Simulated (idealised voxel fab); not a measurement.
This is a process module. Its name is voxel wiring stack.
Each square cell in cross-section cut measures 5 nm, and the section as a whole is 225 nm wide.
If you're reading a cross-section in this doc, picture square cells in a grid; it comes to you as bands, top ones listed first down to the bottom, and a band can be one or more rows of cells.
This entry defines a band. It first specifies the height of the band's top and the height of its bottom in nm, and then specifies the band's materials from left to right, stating each material with its width in nm. The word "all across" identifies a single material that fills the band from edge to edge, while the word "air" identifies empty space.
Heights are expressed relative to 0, this being the level below which the as-received wafer comprises one material exclusively. The lowest band is unbounded in the downward direction and is denoted as in "top 0, no bottom".
Quick explanation for "30..40": the width changes in equal steps down the rows of cells, from the first number in the band's top row to the second number in its bottom row.
Basically "no change occurred" means that step didn't change any cell in the cross-section.
You'll see "Closed cavity list" listing empty spaces that have no way open to the top, as long as they're 8 cells or more; the notation is width x height at distance, where the distance is from the left edge, and all of it is in nm.
Formally, on a step line, whatever follows the settings is a remark that the simulator itself makes on the step.
When a step includes a mask, the "overlay nm" setting on its line states how far to the right of its planned place that mask lay, and negative values state how far to the left.
**Steps planned for the process**
1: RECEIVE | material Si
2: CONFORMAL_DEP | material SiO2 | thk nm 15
3: CONFORMAL_DEP | material SiCN | thk nm 5
4: DIRECTIONAL_DEP | material lowk | thk nm 20
5: DIRECTIONAL_DEP | material aC | thk nm 10
6: PATTERN | tone open | mask id METAL_1 | material resist | width nm 20 | pitch nm 35 | thk nm 30 | overlay nm 0
7: DIRECTIONAL_ETCH | etch materials aC | depth nm 10
8: STRIP | etch materials resist
9: DIRECTIONAL_ETCH | etch materials lowk | depth nm 20
10: DIRECTIONAL_ETCH | etch materials SiCN | depth nm 5
11: STRIP | etch materials aC
12: CONFORMAL_DEP | material TiN | thk nm 5
13: FILL_DEP | material Cu | thk nm 10
14: CMP | height nm 40
15: CONFORMAL_DEP | material SiCN | thk nm 5
16: DIRECTIONAL_DEP | material lowk | thk nm 30
17: PATTERN | tone open | mask id METAL_2 | material resist | width nm 20 | pitch nm 35 | thk nm 20 | overlay nm 0
18: DIRECTIONAL_ETCH | etch materials lowk | depth nm 15
19: STRIP | etch materials resist
20: PATTERN | tone open | mask id METAL_2_HOLES | material resist | width nm 15 | pitch nm 35 | thk nm 15 | overlay nm 0
21: DIRECTIONAL_ETCH | etch materials lowk | depth nm 15
22: DIRECTIONAL_ETCH | etch materials SiCN | depth nm 5
23: STRIP | etch materials resist
24: CONFORMAL_DEP | material TiN | thk nm 5
25: FILL_DEP | material Ru | thk nm 10
26: CMP | height nm 75
27: CONFORMAL_DEP | material SiCN | thk nm 5
28: DIRECTIONAL_DEP | material lowk | thk nm 25
29: MASKED_ETCH | tone open | mask id METAL_3 | width nm 20 | pitch nm 35 | etch materials lowk | depth nm 15 | overlay nm 0
30: PATTERN | tone open | mask id METAL_3_HOLES | material resist | width nm 15 | pitch nm 70 | thk nm 15 | overlay nm 0
31: DIRECTIONAL_ETCH | etch materials lowk | depth nm 10
32: DIRECTIONAL_ETCH | etch materials SiCN | depth nm 5
33: STRIP | etch materials resist
34: CONFORMAL_DEP | material TiN | thk nm 5
35: FILL_DEP | material Ru | thk nm 10
36: CMP | height nm 105
37: CONFORMAL_DEP | material SiCN | thk nm 5
**Cross-section of the wafer as it came to us, i.e., already through step 1**
> top 0, no bottom: Si all across
> Closed cavity list: none
**First of two wafers: cross-section at end of module, run per plan**
> top 110, bottom 105: SiCN all across
> top 105, bottom 95: 65 nm lowk / 5 nm TiN / 10 nm Ru / 5 nm TiN / 15 nm lowk / 5 nm TiN / 10 nm Ru / 5 nm TiN / 15 nm lowk / 5 nm TiN / 10 nm Ru / 5 nm TiN / 70 nm lowk
> top 95, bottom 90: 65 nm lowk / 5 nm TiN / 5 nm Ru / 10 nm TiN / 15 nm lowk / 20 nm TiN / 15 nm lowk / 5 nm TiN / 5 nm Ru / 10 nm TiN / 70 nm lowk
> top 90, bottom 80: 65 nm lowk / 5 nm TiN / 5 nm Ru / 5 nm TiN / 55 nm lowk / 5 nm TiN / 5 nm Ru / 5 nm TiN / 75 nm lowk
> top 80, bottom 75: 65 nm SiCN / 15 nm TiN / 55 nm SiCN / 15 nm TiN / 75 nm SiCN
> top 75, bottom 65: 65 nm lowk / 5 nm TiN / 10 nm Ru / 5 nm TiN / 15 nm lowk / 5 nm TiN / 10 nm Ru / 5 nm TiN / 15 nm lowk / 5 nm TiN / 10 nm Ru / 5 nm TiN / 70 nm lowk
> top 65, bottom 60: 65 nm lowk / 5 nm TiN / 5 nm Ru / 10 nm TiN / 15 nm lowk / 5 nm TiN / 5 nm Ru / 10 nm TiN / 15 nm lowk / 5 nm TiN / 5 nm Ru / 10 nm TiN / 70 nm lowk
> top 60, bottom 45: 65 nm lowk / 5 nm TiN / 5 nm Ru / 5 nm TiN / 20 nm lowk / 5 nm TiN / 5 nm Ru / 5 nm TiN / 20 nm lowk / 5 nm TiN / 5 nm Ru / 5 nm TiN / 75 nm lowk
> top 45, bottom 40: 65 nm SiCN / 15 nm TiN / 20 nm SiCN / 15 nm TiN / 20 nm SiCN / 15 nm TiN / 75 nm SiCN
> top 40, bottom 20: 65 nm lowk / 5 nm TiN / 10 nm Cu / 5 nm TiN / 15 nm lowk / 5 nm TiN / 10 nm Cu / 5 nm TiN / 15 nm lowk / 5 nm TiN / 10 nm Cu / 5 nm TiN / 70 nm lowk
> top 20, bottom 15: 65 nm SiCN / 20 nm TiN / 15 nm SiCN / 20 nm TiN / 15 nm SiCN / 20 nm TiN / 70 nm SiCN
> top 15, bottom 0: SiO2 all across
> top 0, no bottom: Si all across
> Closed cavity list: none
**Second of two wafers, module complete, sectioned: it shares the first wafer's start and plan but was run with one mistake**
> top 110, bottom 105: SiCN all across
> top 105, bottom 95: 65 nm lowk / 5 nm TiN / 10 nm Ru / 5 nm TiN / 15 nm lowk / 5 nm TiN / 10 nm Ru / 5 nm TiN / 15 nm lowk / 5 nm TiN / 10 nm Ru / 5 nm TiN / 70 nm lowk
> top 95, bottom 90: 65 nm lowk / 5 nm TiN / 5 nm Ru / 10 nm TiN / 15 nm lowk / 20 nm TiN / 15 nm lowk / 5 nm TiN / 5 nm Ru / 10 nm TiN / 70 nm lowk
> top 90, bottom 80: 65 nm lowk / 5 nm TiN / 5 nm Ru / 5 nm TiN / 55 nm lowk / 5 nm TiN / 5 nm Ru / 5 nm TiN / 75 nm lowk
> top 80, bottom 75: 65 nm SiCN / 15 nm TiN / 55 nm SiCN / 15 nm TiN / 75 nm SiCN
> top 75, bottom 65: 65 nm lowk / 5 nm TiN / 15 nm Ru / 5 nm TiN / 10 nm lowk / 5 nm TiN / 15 nm Ru / 5 nm TiN / 10 nm lowk / 5 nm TiN / 15 nm Ru / 5 nm TiN / 65 nm lowk
> top 65, bottom 60: 65 nm lowk / 25 nm TiN / 10 nm lowk / 25 nm TiN / 10 nm lowk / 25 nm TiN / 65 nm lowk
> top 60, bottom 45: 75 nm lowk / 10 nm TiN / 25 nm lowk / 10 nm TiN / 25 nm lowk / 10 nm TiN / 70 nm lowk
> top 45, bottom 40: 75 nm SiCN / 10 nm TiN / 25 nm SiCN / 10 nm TiN / 25 nm SiCN / 10 nm TiN / 70 nm SiCN
> top 40, bottom 20: 65 nm lowk / 5 nm TiN / 10 nm Cu / 5 nm TiN / 15 nm lowk / 5 nm TiN / 10 nm Cu / 5 nm TiN / 15 nm lowk / 5 nm TiN / 10 nm Cu / 5 nm TiN / 70 nm lowk
> top 20, bottom 15: 65 nm SiCN / 20 nm TiN / 15 nm SiCN / 20 nm TiN / 15 nm SiCN / 20 nm TiN / 70 nm SiCN
> top 15, bottom 0: SiO2 all across
> top 0, no bottom: Si all across
> Closed cavity list: none
Diagnosis: rather than as planned, step 20 actually ran as PATTERN | tone open | mask id METAL_2_HOLES | material resist | width nm 15 | pitch nm 35 | thk nm 15 | overlay nm 10
End of process, cell counts, second wafer against first, materials with more or fewer: Ru: 6 fewer, SiCN: 3 more, TiN: 3 more
